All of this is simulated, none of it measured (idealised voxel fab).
This section sets out a process module, namely voxel released beams.
Xsec cut, 290 nm wide, square cell size 5 nm.
When this document writes out a cross-section, it uses a grid of square cells and lists it as bands, beginning at the top and moving down, with a band standing for one or more rows of cells. Band: top and bottom heights (nm) first, top before bottom; then materials from left to right, widths in nm. "full width" marks a sole material filling the band edge to edge. "blank" denotes empty space. Counting heights begins at 0, where everything beneath is, in the wafer as received, one material. The lowest band has no bottom; it goes on downwards, as "0 and below" shows. Read "30 to 40" as a graded width: first number on top, second number at the bottom, same change between each pair of neighbouring rows. What does "no modifications" mean for a step? It means no cell of the cross-section changed in that step. "Voids, fully enclosed" enumerates empty spaces isolated from the top, with no open way to it, that contain at least 8 cells, giving each as width x height at distance from the left edge, all three in nm. Text after the settings on a step's line: the simulator's own remark on that step. overlay nm: for a step with a mask, the amount by which the mask lay right of where it was planned; a negative amount means left of it.

The steps planned for the process are as follows:
1. RECEIVE (material Si)
2. CONFORMAL_DEP (material SiN; thk nm 10)
3. DIRECTIONAL_DEP (material SiO2; thk nm 10)
4. PATTERN (tone open; mask id ANCHOR; material resist; width nm 25; thk nm 15; overlay nm 0)
5. DIRECTIONAL_ETCH (etch materials SiO2; depth nm 10)
6. STRIP (etch materials resist)
7. CONFORMAL_DEP (material W; thk nm 10)
8. PATTERN (tone cover; mask id BEAM; material resist; width nm 75; thk nm 15; overlay nm 0)
9. DIRECTIONAL_ETCH (etch materials W; depth nm 10)
10. STRIP (etch materials resist)
11. STRIP (etch materials SiO2)

Step 1 complete: cross-section of the wafer as received:
> 0 and below | Si full width
> Voids, fully enclosed: none

A wafer at the end: this start, this plan, one mistake:
> 20 down to 10 | blank (105) | W (15) | blank (5) | W (55) | blank (110)
> 10 down to 0 | blank (110) | W (25) | blank (155)
> 0 and below | Si full width
> Voids, fully enclosed: none
Where did the run depart from the plan? yeah, step 2 of the plan got skipped, never ran
